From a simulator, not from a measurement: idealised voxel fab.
Process module name: voxel transistor to metal
FYI the section here is cut, 160 nm wide, cells are 5 nm squares.
Cross-section spec: square-cell grid; bands listed top down; each band is one or more rows.
Band: top and bottom heights (nm) first, top before bottom; then materials from left to right, widths in nm. "all across" marks a sole material filling the band edge to edge. "blank" denotes empty space.
Heights are reckoned from 0. Under this level, the received wafer is all of one material. The bottommost band is open-ended downward, for example "0..down".
Note: "30->40" means the width goes from the first number (top row of the band) to the second number (bottom row) in equal steps per row of cells.
You'll sometimes find "no change occurred" written for a step, and that's the way of saying that nowhere in the cross-section did a cell change during that step.
"Closed voids list" - sealed voids, min. 8 cells, no opening to top; format: width x height at distance (distance from left edge; nm throughout).
Heads up: the bit after the settings on a step's line is the simulator's remark on that step.
What "overlay nm" on a step's line means: if the step has a mask, that mask lay this far to the right of its planned place, or, when the value is negative, to the left.
### The process steps that were planned are listed below
1,RECEIVE, material Si
2,CONFORMAL_DEP, material SiO2, thk nm 5
3,CONFORMAL_DEP, material SiN, thk nm 10
4,MASKED_ETCH, tone cover, mask id ACTIVE, width nm 100, etch materials SiN, depth nm 10, overlay nm 0
5,MASKED_ETCH, tone cover, mask id ACTIVE, width nm 100, etch materials SiO2, depth nm 5, overlay nm 0
6,MASKED_ETCH, tone cover, mask id ACTIVE, width nm 100, etch materials Si, depth nm 20, overlay nm 0
7,OXIDIZE, depth nm 5
8,FILL_DEP, material SiO2, thk nm 5
9,CMP, height nm 15
10,SELECTIVE_ETCH, etch materials SiO2, depth nm 10
11,STRIP, etch materials SiN
12,SELECTIVE_ETCH, etch materials SiO2, depth nm 5
13,OXIDIZE, depth nm 5
14,DIRECTIONAL_DEP, material polySi, thk nm 20
15,DIRECTIONAL_DEP, material SiCN, thk nm 10
16,DIRECTIONAL_DEP, material aC, thk nm 15
17,PATTERN, tone cover, mask id GATE, material resist, width nm 30, thk nm 30, overlay nm 0
18,DIRECTIONAL_ETCH, etch materials aC, depth nm 15
19,STRIP, etch materials resist
20,DIRECTIONAL_ETCH, etch materials SiCN, depth nm 20
21,DIRECTIONAL_ETCH, etch materials polySi, depth nm 30
22,STRIP, etch materials aC
23,CONFORMAL_DEP, material SiO2, thk nm 5
24,DIRECTIONAL_ETCH, etch materials SiO2, depth nm 5
25,CONFORMAL_DEP, material SiN, thk nm 10
26,DIRECTIONAL_ETCH, etch materials SiN, depth nm 10
27,DIRECTIONAL_ETCH, etch materials SiO2, depth nm 5
28,DIRECTIONAL_ETCH, etch materials Si, depth nm 15
29,EPI, material SiGe, thk nm 20
30,FILL_DEP, material SiO2, thk nm 5
31,CMP, height nm 20
32,STRIP, etch materials polySi
33,SELECTIVE_ETCH, etch materials SiO2, depth nm 5
34,CONFORMAL_DEP, material HfO2, thk nm 5
35,CONFORMAL_DEP, material TiN, thk nm 5
36,FILL_DEP, material W, thk nm 5
37,CMP, height nm 15
38,DIRECTIONAL_DEP, material SiO2, thk nm 15
39,MASKED_ETCH, tone open, mask id CONTACT, width nm 15, pitch nm 75, etch materials SiO2, depth nm 15, overlay nm 0
40,CONFORMAL_DEP, material TiN, thk nm 5
41,FILL_DEP, material Ru, thk nm 10
42,CMP, height nm 30
43,DIRECTIONAL_DEP, material TiN, thk nm 5
44,DIRECTIONAL_DEP, material W, thk nm 15
45,DIRECTIONAL_DEP, material aC, thk nm 15
46,PATTERN, tone cover, mask id METAL_1, material resist, width nm 15, pitch nm 75, thk nm 30, overlay nm 0
47,DIRECTIONAL_ETCH, etch materials aC, depth nm 15
48,STRIP, etch materials resist
49,DIRECTIONAL_ETCH, etch materials W, depth nm 15
50,DIRECTIONAL_ETCH, etch materials TiN, depth nm 5
51,STRIP, etch materials aC
52,FILL_DEP, material lowk, thk nm 10
53,CMP, height nm 50
54,CONFORMAL_DEP, material SiN, thk nm 5
### Cross-section of the incoming wafer, state after step 1
* 0..down = Si all across
* Closed voids list: none
### Wafer at module end, in section. Began as above, planned as above, run with one mistake
* 55..50 = SiN all across
* 50..35 = 35 nm lowk / 15 nm W / 60 nm lowk / 15 nm W / 35 nm lowk
* 35..30 = 35 nm lowk / 15 nm TiN / 60 nm lowk / 15 nm TiN / 35 nm lowk
* 30..20 = 35 nm SiO2 / 5 nm TiN / 5 nm Ru / 5 nm TiN / 60 nm SiO2 / 5 nm TiN / 5 nm Ru / 5 nm TiN / 35 nm SiO2
* 20..15 = 35 nm SiO2 / 15 nm TiN / 60 nm SiO2 / 15 nm TiN / 35 nm SiO2
* 15..5 = 30 nm SiO2 / 20 nm SiGe / 10 nm SiN / 5 nm HfO2 / 5 nm TiN / 20 nm W / 5 nm TiN / 5 nm HfO2 / 10 nm SiN / 20 nm SiGe / 30 nm SiO2
* 5..0 = 30 nm SiO2 / 20 nm SiGe / 10 nm SiN / 5 nm HfO2 / 30 nm TiN / 5 nm HfO2 / 10 nm SiN / 20 nm SiGe / 30 nm SiO2
* 0..-5 = 30 nm SiO2 / 20 nm SiGe / 10 nm SiO2 / 40 nm HfO2 / 10 nm SiO2 / 20 nm SiGe / 30 nm SiO2
* -5..-20 = 35 nm SiO2 / 15 nm SiGe / 60 nm Si / 15 nm SiGe / 35 nm SiO2
* -20..-45 = 35 nm SiO2 / 90 nm Si / 35 nm SiO2
* -45..down = Si all across
* Closed voids list: none
Plan not followed: the plan had its step 6 run twice
